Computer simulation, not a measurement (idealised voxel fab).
process module | voxel gate over fins
cross-section cut | 180 nm wide | cells 5 nm
A cross-section is a grid of square cells, given in bands from the top down. A band is one or more rows of cells.
Each band's line starts with the height of the band's top and of its bottom, in nm. Then come its materials from left to right, each with its width in nm. One material with "throughout" fills the band from edge to edge. "air" is empty space.
Height 0 is the level under which the wafer as received is all one material. The lowest band goes on downwards, as in "0 down".
A width such as "30 to 40" changes by the same amount from each row of cells to the next, from the band's top row to its bottom row.
"no change" after a step means that no cell of the cross-section changed.
closed voids: empty space of 8 cells or more with no open way to the top, each as width x height at its distance from the left edge, in nm
after a step's settings: what the simulator itself notes on the step
overlay nm, on a step with a mask: how far to the right of its planned place the mask lay; to the left if negative
plan
1 op RECEIVE | material Si
2 op CONFORMAL_DEP | material SiN | thk nm 10
3 op PATTERN | tone cover | mask id FINS | material resist | width nm 15 | pitch nm 35 | thk nm 20 | overlay nm 0
4 op DIRECTIONAL_ETCH | etch materials SiN | depth nm 10
5 op DIRECTIONAL_ETCH | etch materials Si | depth nm 35
6 op STRIP | etch materials resist
7 op OXIDIZE | depth nm 5
8 op FILL_DEP | material SiO2 | thk nm 5
9 op CMP | height nm 10
10 op SELECTIVE_ETCH | etch materials SiO2 | depth nm 25
11 op STRIP | etch materials SiN
12 op CONFORMAL_DEP | material HfO2 | thk nm 5
13 op CONFORMAL_DEP | material TiN | thk nm 5
14 op FILL_DEP | material W | thk nm 10
15 op CMP | height nm 15
16 op CONFORMAL_DEP | material SiN | thk nm 5
first wafer, as planned
as received, after step 1
  0 down: Si throughout
  closed voids: none
after step 2
  10 to 0: SiN throughout
  below 0: unchanged
after step 3
  30 to 10: air 30 | resist 15 | air 20 | resist 15 | air 20 | resist 15 | air 20 | resist 15 | air 30
  below 10: unchanged
after step 4
  30 to 10: air 30 | resist 15 | air 20 | resist 15 | air 20 | resist 15 | air 20 | resist 15 | air 30
  10 to 0: air 30 | SiN 15 | air 20 | SiN 15 | air 20 | SiN 15 | air 20 | SiN 15 | air 30
  below 0: unchanged
after step 5
  30 to 10: air 30 | resist 15 | air 20 | resist 15 | air 20 | resist 15 | air 20 | resist 15 | air 30
  10 to 0: air 30 | SiN 15 | air 20 | SiN 15 | air 20 | SiN 15 | air 20 | SiN 15 | air 30
  0 to -35: air 30 | Si 15 | air 20 | Si 15 | air 20 | Si 15 | air 20 | Si 15 | air 30
  below -35: unchanged
after step 6
  10 to 0: air 30 | SiN 15 | air 20 | SiN 15 | air 20 | SiN 15 | air 20 | SiN 15 | air 30
  below 0: unchanged
after step 7
  10 to 0: air 30 | SiN 15 | air 20 | SiN 15 | air 20 | SiN 15 | air 20 | SiN 15 | air 30
  0 to -35: air 30 | SiO2 5 | Si 5 | SiO2 5 | air 20 | SiO2 5 | Si 5 | SiO2 5 | air 20 | SiO2 5 | Si 5 | SiO2 5 | air 20 | SiO2 5 | Si 5 | SiO2 5 | air 30
  -35 to -40: SiO2 35 | Si 5 | SiO2 30 | Si 5 | SiO2 30 | Si 5 | SiO2 30 | Si 5 | SiO2 35
  below -40: unchanged
after step 8
  15 to 10: SiO2 throughout
  10 to 0: SiO2 30 | SiN 15 | SiO2 20 | SiN 15 | SiO2 20 | SiN 15 | SiO2 20 | SiN 15 | SiO2 30
  0 to -40: SiO2 35 | Si 5 | SiO2 30 | Si 5 | SiO2 30 | Si 5 | SiO2 30 | Si 5 | SiO2 35
  below -40: unchanged
after step 9
  10 to 0: SiO2 30 | SiN 15 | SiO2 20 | SiN 15 | SiO2 20 | SiN 15 | SiO2 20 | SiN 15 | SiO2 30
  below 0: unchanged
after step 10
  10 to 0: air 30 | SiN 15 | air 20 | SiN 15 | air 20 | SiN 15 | air 20 | SiN 15 | air 30
  0 to -15: air 35 | Si 5 | air 30 | Si 5 | air 30 | Si 5 | air 30 | Si 5 | air 35
  below -15: unchanged
after step 11
  0 to -15: air 35 | Si 5 | air 30 | Si 5 | air 30 | Si 5 | air 30 | Si 5 | air 35
  below -15: unchanged
after step 12
  5 to 0: air 30 | HfO2 15 | air 20 | HfO2 15 | air 20 | HfO2 15 | air 20 | HfO2 15 | air 30
  0 to -10: air 30 | HfO2 5 | Si 5 | HfO2 5 | air 20 | HfO2 5 | Si 5 | HfO2 5 | air 20 | HfO2 5 | Si 5 | HfO2 5 | air 20 | HfO2 5 | Si 5 | HfO2 5 | air 30
  -10 to -15: HfO2 35 | Si 5 | HfO2 30 | Si 5 | HfO2 30 | Si 5 | HfO2 30 | Si 5 | HfO2 35
  below -15: unchanged
after step 13
  10 to 5: air 25 | TiN 25 | air 10 | TiN 25 | air 10 | TiN 25 | air 10 | TiN 25 | air 25
  5 to 0: air 25 | TiN 5 | HfO2 15 | TiN 5 | air 10 | TiN 5 | HfO2 15 | TiN 5 | air 10 | TiN 5 | HfO2 15 | TiN 5 | air 10 | TiN 5 | HfO2 15 | TiN 5 | air 25
  0 to -5: air 25 | TiN 5 | HfO2 5 | Si 5 | HfO2 5 | TiN 5 | air 10 | TiN 5 | HfO2 5 | Si 5 | HfO2 5 | TiN 5 | air 10 | TiN 5 | HfO2 5 | Si 5 | HfO2 5 | TiN 5 | air 10 | TiN 5 | HfO2 5 | Si 5 | HfO2 5 | TiN 5 | air 25
  -5 to -10: TiN 30 | HfO2 5 | Si 5 | HfO2 5 | TiN 20 | HfO2 5 | Si 5 | HfO2 5 | TiN 20 | HfO2 5 | Si 5 | HfO2 5 | TiN 20 | HfO2 5 | Si 5 | HfO2 5 | TiN 30
  below -10: unchanged
after step 14
  20 to 10: W throughout
  10 to 5: W 25 | TiN 25 | W 10 | TiN 25 | W 10 | TiN 25 | W 10 | TiN 25 | W 25
  5 to 0: W 25 | TiN 5 | HfO2 15 | TiN 5 | W 10 | TiN 5 | HfO2 15 | TiN 5 | W 10 | TiN 5 | HfO2 15 | TiN 5 | W 10 | TiN 5 | HfO2 15 | TiN 5 | W 25
  0 to -5: W 25 | TiN 5 | HfO2 5 | Si 5 | HfO2 5 | TiN 5 | W 10 | TiN 5 | HfO2 5 | Si 5 | HfO2 5 | TiN 5 | W 10 | TiN 5 | HfO2 5 | Si 5 | HfO2 5 | TiN 5 | W 10 | TiN 5 | HfO2 5 | Si 5 | HfO2 5 | TiN 5 | W 25
  below -5: unchanged
after step 15
  15 to 10: W throughout
  below 10: unchanged
after step 16
  20 to 15: SiN throughout
  below 15: unchanged
second wafer: like start, like plan, one mistake. Through step 2 it matches the first wafer
when step 3 should have ended
  30 to 10: air 20 | resist 15 | air 20 | resist 15 | air 20 | resist 15 | air 20 | resist 15 | air 40
  below 10: unchanged
when step 4 should have ended
  30 to 10: air 20 | resist 15 | air 20 | resist 15 | air 20 | resist 15 | air 20 | resist 15 | air 40
  10 to 0: air 20 | SiN 15 | air 20 | SiN 15 | air 20 | SiN 15 | air 20 | SiN 15 | air 40
  below 0: unchanged
when step 5 should have ended
  30 to 10: air 20 | resist 15 | air 20 | resist 15 | air 20 | resist 15 | air 20 | resist 15 | air 40
  10 to 0: air 20 | SiN 15 | air 20 | SiN 15 | air 20 | SiN 15 | air 20 | SiN 15 | air 40
  0 to -35: air 20 | Si 15 | air 20 | Si 15 | air 20 | Si 15 | air 20 | Si 15 | air 40
  below -35: unchanged
when step 6 should have ended
  10 to 0: air 20 | SiN 15 | air 20 | SiN 15 | air 20 | SiN 15 | air 20 | SiN 15 | air 40
  below 0: unchanged
when step 7 should have ended
  10 to 0: air 20 | SiN 15 | air 20 | SiN 15 | air 20 | SiN 15 | air 20 | SiN 15 | air 40
  0 to -35: air 20 | SiO2 5 | Si 5 | SiO2 5 | air 20 | SiO2 5 | Si 5 | SiO2 5 | air 20 | SiO2 5 | Si 5 | SiO2 5 | air 20 | SiO2 5 | Si 5 | SiO2 5 | air 40
  -35 to -40: SiO2 25 | Si 5 | SiO2 30 | Si 5 | SiO2 30 | Si 5 | SiO2 30 | Si 5 | SiO2 45
  below -40: unchanged
when step 8 should have ended
  15 to 10: SiO2 throughout
  10 to 0: SiO2 20 | SiN 15 | SiO2 20 | SiN 15 | SiO2 20 | SiN 15 | SiO2 20 | SiN 15 | SiO2 40
  0 to -40: SiO2 25 | Si 5 | SiO2 30 | Si 5 | SiO2 30 | Si 5 | SiO2 30 | Si 5 | SiO2 45
  below -40: unchanged
when step 9 should have ended
  10 to 0: SiO2 20 | SiN 15 | SiO2 20 | SiN 15 | SiO2 20 | SiN 15 | SiO2 20 | SiN 15 | SiO2 40
  below 0: unchanged
when step 10 should have ended
  10 to 0: air 20 | SiN 15 | air 20 | SiN 15 | air 20 | SiN 15 | air 20 | SiN 15 | air 40
  0 to -15: air 25 | Si 5 | air 30 | Si 5 | air 30 | Si 5 | air 30 | Si 5 | air 45
  below -15: unchanged
when step 11 should have ended
  0 to -15: air 25 | Si 5 | air 30 | Si 5 | air 30 | Si 5 | air 30 | Si 5 | air 45
  below -15: unchanged
when step 12 should have ended
  5 to 0: air 20 | HfO2 15 | air 20 | HfO2 15 | air 20 | HfO2 15 | air 20 | HfO2 15 | air 40
  0 to -10: air 20 | HfO2 5 | Si 5 | HfO2 5 | air 20 | HfO2 5 | Si 5 | HfO2 5 | air 20 | HfO2 5 | Si 5 | HfO2 5 | air 20 | HfO2 5 | Si 5 | HfO2 5 | air 40
  -10 to -15: HfO2 25 | Si 5 | HfO2 30 | Si 5 | HfO2 30 | Si 5 | HfO2 30 | Si 5 | HfO2 45
  below -15: unchanged
when step 13 should have ended
  10 to 5: air 15 | TiN 25 | air 10 | TiN 25 | air 10 | TiN 25 | air 10 | TiN 25 | air 35
  5 to 0: air 15 | TiN 5 | HfO2 15 | TiN 5 | air 10 | TiN 5 | HfO2 15 | TiN 5 | air 10 | TiN 5 | HfO2 15 | TiN 5 | air 10 | TiN 5 | HfO2 15 | TiN 5 | air 35
  0 to -5: air 15 | TiN 5 | HfO2 5 | Si 5 | HfO2 5 | TiN 5 | air 10 | TiN 5 | HfO2 5 | Si 5 | HfO2 5 | TiN 5 | air 10 | TiN 5 | HfO2 5 | Si 5 | HfO2 5 | TiN 5 | air 10 | TiN 5 | HfO2 5 | Si 5 | HfO2 5 | TiN 5 | air 35
  -5 to -10: TiN 20 | HfO2 5 | Si 5 | HfO2 5 | TiN 20 | HfO2 5 | Si 5 | HfO2 5 | TiN 20 | HfO2 5 | Si 5 | HfO2 5 | TiN 20 | HfO2 5 | Si 5 | HfO2 5 | TiN 40
  below -10: unchanged
when step 14 should have ended
  20 to 10: W throughout
  10 to 5: W 15 | TiN 25 | W 10 | TiN 25 | W 10 | TiN 25 | W 10 | TiN 25 | W 35
  5 to 0: W 15 | TiN 5 | HfO2 15 | TiN 5 | W 10 | TiN 5 | HfO2 15 | TiN 5 | W 10 | TiN 5 | HfO2 15 | TiN 5 | W 10 | TiN 5 | HfO2 15 | TiN 5 | W 35
  0 to -5: W 15 | TiN 5 | HfO2 5 | Si 5 | HfO2 5 | TiN 5 | W 10 | TiN 5 | HfO2 5 | Si 5 | HfO2 5 | TiN 5 | W 10 | TiN 5 | HfO2 5 | Si 5 | HfO2 5 | TiN 5 | W 10 | TiN 5 | HfO2 5 | Si 5 | HfO2 5 | TiN 5 | W 35
  below -5: unchanged
when step 15 should have ended
  15 to 10: W throughout
  below 10: unchanged
when step 16 should have ended
  20 to 15: SiN throughout
  below 15: unchanged
what went wrong: step 3 ran as: op PATTERN | tone cover | mask id FINS | material resist | width nm 15 | pitch nm 35 | thk nm 20 | overlay nm -10
at the end the second wafer has, in cells: as many of each material as the first, in other places
